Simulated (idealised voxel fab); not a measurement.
Process module under the name voxel gate over fins
We display cut, a cross-section 165 nm in width whose square cells are each 5 nm.
Think of the cross-section as a grid of square cells. We describe it in bands, top to bottom, and each band covers one or more rows of those cells.
Heads up on the band format: heights come first, top then bottom, in nm. After that it's the materials left to right, each with its width in nm. A single material flagged "all across" fills the whole band edge to edge, and "empty" means there's empty space there.
Heights are expressed relative to 0, this being the level below which the as-received wafer comprises one material exclusively. The lowest band is unbounded in the downward direction and is denoted as in "0..down".
It should be noted that a width expressed as "30 to 40" varies in equal increments from row to row of cells within the band, taking the value of the first number at the top row and that of the second number at the bottom row.
Step marked "no alterations made"? Then no cell in the cross-section changed in it.
"Closed void catalog" contains a list of empty spaces, each no smaller than 8 cells and without an open way to the top, written in the form width x height at distance with the distance from the left edge and all three in nm.
If you see something after the settings on a step's line, that's the simulator's own remark about that step.
overlay nm: right-of-plan distance of the mask on a masked step; negative values mean left-of-plan.

## These are the steps we planned for the process
1: op RECEIVE | material Si
2: op CONFORMAL_DEP | material SiN | thk nm 5
3: op MASKED_ETCH | tone cover | mask id FINS | width nm 15 | pitch nm 40 | etch materials SiN | depth nm 5 | overlay nm 0
4: op MASKED_ETCH | tone cover | mask id FINS | width nm 15 | pitch nm 40 | etch materials Si | depth nm 30 | overlay nm 0
5: op OXIDIZE | depth nm 5
6: op FILL_DEP | material SiO2 | thk nm 10
7: op CMP | height nm 5
8: op SELECTIVE_ETCH | etch materials SiO2 | depth nm 15
9: op STRIP | etch materials SiN
10: op CONFORMAL_DEP | material HfO2 | thk nm 5
11: op CONFORMAL_DEP | material TiN | thk nm 5
12: op CONFORMAL_DEP | material TiAl | thk nm 5
13: op CONFORMAL_DEP | material TiN | thk nm 5
14: op FILL_DEP | material W | thk nm 10
15: op CMP | height nm 25
16: op CONFORMAL_DEP | material SiN | thk nm 10

## Wafer, first of two, run as planned

## As-received wafer cross-section (after step 1)
    0..down | Si all across
    Closed void catalog: none

## After step 2, in cross-section
    5..0 | SiN all across
    Everything below 0 is unchanged.

## After step 3, in cross-section
    5..0 | empty (35); SiN (15); empty (25); SiN (15); empty (25); SiN (15); empty (35)
    Everything below 0 is unchanged.

## After step 4, in cross-section
    5..0 | empty (35); SiN (15); empty (25); SiN (15); empty (25); SiN (15); empty (35)
    0..-30 | empty (35); Si (15); empty (25); Si (15); empty (25); Si (15); empty (35)
    Everything below -30 is unchanged.

## After step 5, in cross-section
    5..0 | empty (35); SiN (15); empty (25); SiN (15); empty (25); SiN (15); empty (35)
    0..-30 | empty (35); SiO2 (5); Si (5); SiO2 (5); empty (25); SiO2 (5); Si (5); SiO2 (5); empty (25); SiO2 (5); Si (5); SiO2 (5); empty (35)
    -30..-35 | SiO2 (40); Si (5); SiO2 (35); Si (5); SiO2 (35); Si (5); SiO2 (40)
    Everything below -35 is unchanged.

## After step 6, in cross-section
    15..5 | SiO2 all across
    5..0 | SiO2 (35); SiN (15); SiO2 (25); SiN (15); SiO2 (25); SiN (15); SiO2 (35)
    0..-35 | SiO2 (40); Si (5); SiO2 (35); Si (5); SiO2 (35); Si (5); SiO2 (40)
    Everything below -35 is unchanged.

## After step 7, in cross-section
    5..0 | SiO2 (35); SiN (15); SiO2 (25); SiN (15); SiO2 (25); SiN (15); SiO2 (35)
    Everything below 0 is unchanged.

## After step 8, in cross-section
    5..0 | empty (35); SiN (15); empty (25); SiN (15); empty (25); SiN (15); empty (35)
    0..-10 | empty (40); Si (5); empty (35); Si (5); empty (35); Si (5); empty (40)
    Everything below -10 is unchanged.

## After step 9, in cross-section
    0..-10 | empty (40); Si (5); empty (35); Si (5); empty (35); Si (5); empty (40)
    Everything below -10 is unchanged.

## After step 10, in cross-section
    5..0 | empty (35); HfO2 (15); empty (25); HfO2 (15); empty (25); HfO2 (15); empty (35)
    0..-5 | empty (35); HfO2 (5); Si (5); HfO2 (5); empty (25); HfO2 (5); Si (5); HfO2 (5); empty (25); HfO2 (5); Si (5); HfO2 (5); empty (35)
    -5..-10 | HfO2 (40); Si (5); HfO2 (35); Si (5); HfO2 (35); Si (5); HfO2 (40)
    Everything below -10 is unchanged.

## After step 11, in cross-section
    10..5 | empty (30); TiN (25); empty (15); TiN (25); empty (15); TiN (25); empty (30)
    5..0 | empty (30); TiN (5); HfO2 (15); TiN (5); empty (15); TiN (5); HfO2 (15); TiN (5); empty (15); TiN (5); HfO2 (15); TiN (5); empty (30)
    0..-5 | TiN (35); HfO2 (5); Si (5); HfO2 (5); TiN (25); HfO2 (5); Si (5); HfO2 (5); TiN (25); HfO2 (5); Si (5); HfO2 (5); TiN (35)
    Everything below -5 is unchanged.

## After step 12, in cross-section
    15..10 | empty (25); TiAl (35); empty (5); TiAl (35); empty (5); TiAl (35); empty (25)
    10..5 | empty (25); TiAl (5); TiN (25); TiAl (5); empty (5); TiAl (5); TiN (25); TiAl (5); empty (5); TiAl (5); TiN (25); TiAl (5); empty (25)
    5..0 | TiAl (30); TiN (5); HfO2 (15); TiN (5); TiAl (15); TiN (5); HfO2 (15); TiN (5); TiAl (15); TiN (5); HfO2 (15); TiN (5); TiAl (30)
    Everything below 0 is unchanged.

## After step 13, in cross-section
    20..15 | empty (20); TiN (125); empty (20)
    15..10 | empty (20); TiN (5); TiAl (35); TiN (5); TiAl (35); TiN (5); TiAl (35); TiN (5); empty (20)
    10..5 | TiN (25); TiAl (5); TiN (25); TiAl (5); TiN (5); TiAl (5); TiN (25); TiAl (5); TiN (5); TiAl (5); TiN (25); TiAl (5); TiN (25)
    Everything below 5 is unchanged.

## After step 14, in cross-section
    30..20 | W all across
    20..15 | W (20); TiN (125); W (20)
    15..10 | W (20); TiN (5); TiAl (35); TiN (5); TiAl (35); TiN (5); TiAl (35); TiN (5); W (20)
    Everything below 10 is unchanged.

## After step 15, in cross-section
    25..20 | W all across
    Everything below 20 is unchanged.

## After step 16, in cross-section
    35..25 | SiN all across
    Everything below 25 is unchanged.

## Second wafer - shared start and plan with the first - one error in running - same as the first up to step 2 inclusive

## Cross-section of the second wafer corresponding to the planned conclusion of step 3
    5..0 | SiN (35); empty (15); SiN (25); empty (15); SiN (25); empty (15); SiN (35)
    Everything below 0 is unchanged.

Cross-section of the second wafer corresponding to the planned conclusion of step 4: no alterations made

## Cross-section of the second wafer corresponding to the planned conclusion of step 5
    5..0 | SiN (35); empty (15); SiN (25); empty (15); SiN (25); empty (15); SiN (35)
    0..-5 | Si (30); SiO2 (25); Si (15); SiO2 (25); Si (15); SiO2 (25); Si (30)
    Everything below -5 is unchanged.

## Cross-section of the second wafer corresponding to the planned conclusion of step 6
    15..5 | SiO2 all across
    5..0 | SiN (35); SiO2 (15); SiN (25); SiO2 (15); SiN (25); SiO2 (15); SiN (35)
    Everything below 0 is unchanged.

## Cross-section of the second wafer corresponding to the planned conclusion of step 7
    5..0 | SiN (35); SiO2 (15); SiN (25); SiO2 (15); SiN (25); SiO2 (15); SiN (35)
    Everything below 0 is unchanged.

## Cross-section of the second wafer corresponding to the planned conclusion of step 8
    5..0 | SiN (35); empty (15); SiN (25); empty (15); SiN (25); empty (15); SiN (35)
    0..-5 | Si (30); empty (25); Si (15); empty (25); Si (15); empty (25); Si (30)
    Everything below -5 is unchanged.

## Cross-section of the second wafer corresponding to the planned conclusion of step 9
    0..-5 | Si (30); empty (25); Si (15); empty (25); Si (15); empty (25); Si (30)
    Everything below -5 is unchanged.

## Cross-section of the second wafer corresponding to the planned conclusion of step 10
    5..0 | HfO2 (35); empty (15); HfO2 (25); empty (15); HfO2 (25); empty (15); HfO2 (35)
    0..-5 | Si (30); HfO2 (25); Si (15); HfO2 (25); Si (15); HfO2 (25); Si (30)
    Everything below -5 is unchanged.

## Cross-section of the second wafer corresponding to the planned conclusion of step 11
    10..5 | TiN (40); empty (5); TiN (35); empty (5); TiN (35); empty (5); TiN (40)
    5..0 | HfO2 (35); TiN (15); HfO2 (25); TiN (15); HfO2 (25); TiN (15); HfO2 (35)
    Everything below 0 is unchanged.

## Cross-section of the second wafer corresponding to the planned conclusion of step 12
    15..10 | TiAl all across
    10..5 | TiN (40); TiAl (5); TiN (35); TiAl (5); TiN (35); TiAl (5); TiN (40)
    Everything below 5 is unchanged.

## Cross-section of the second wafer corresponding to the planned conclusion of step 13
    20..15 | TiN all across
    Everything below 15 is unchanged.

## Cross-section of the second wafer corresponding to the planned conclusion of step 14
    30..20 | W all across
    Everything below 20 is unchanged.

## Cross-section of the second wafer corresponding to the planned conclusion of step 15
    25..20 | W all across
    Everything below 20 is unchanged.

## Cross-section of the second wafer corresponding to the planned conclusion of step 16
    35..25 | SiN all across
    Everything below 25 is unchanged.
Deviation from plan: step 3 went in with a setting other than planned; the actual run was op MASKED_ETCH | tone open | mask id FINS | width nm 15 | pitch nm 40 | etch materials SiN | depth nm 5 | overlay nm 0
Count the cells at the end and the second wafer has more or fewer of some materials than the first: HfO2: 6 fewer, Si: 195 more, SiO2: 150 fewer, TiAl: 9 fewer, TiN: 14 fewer, W: 16 fewer
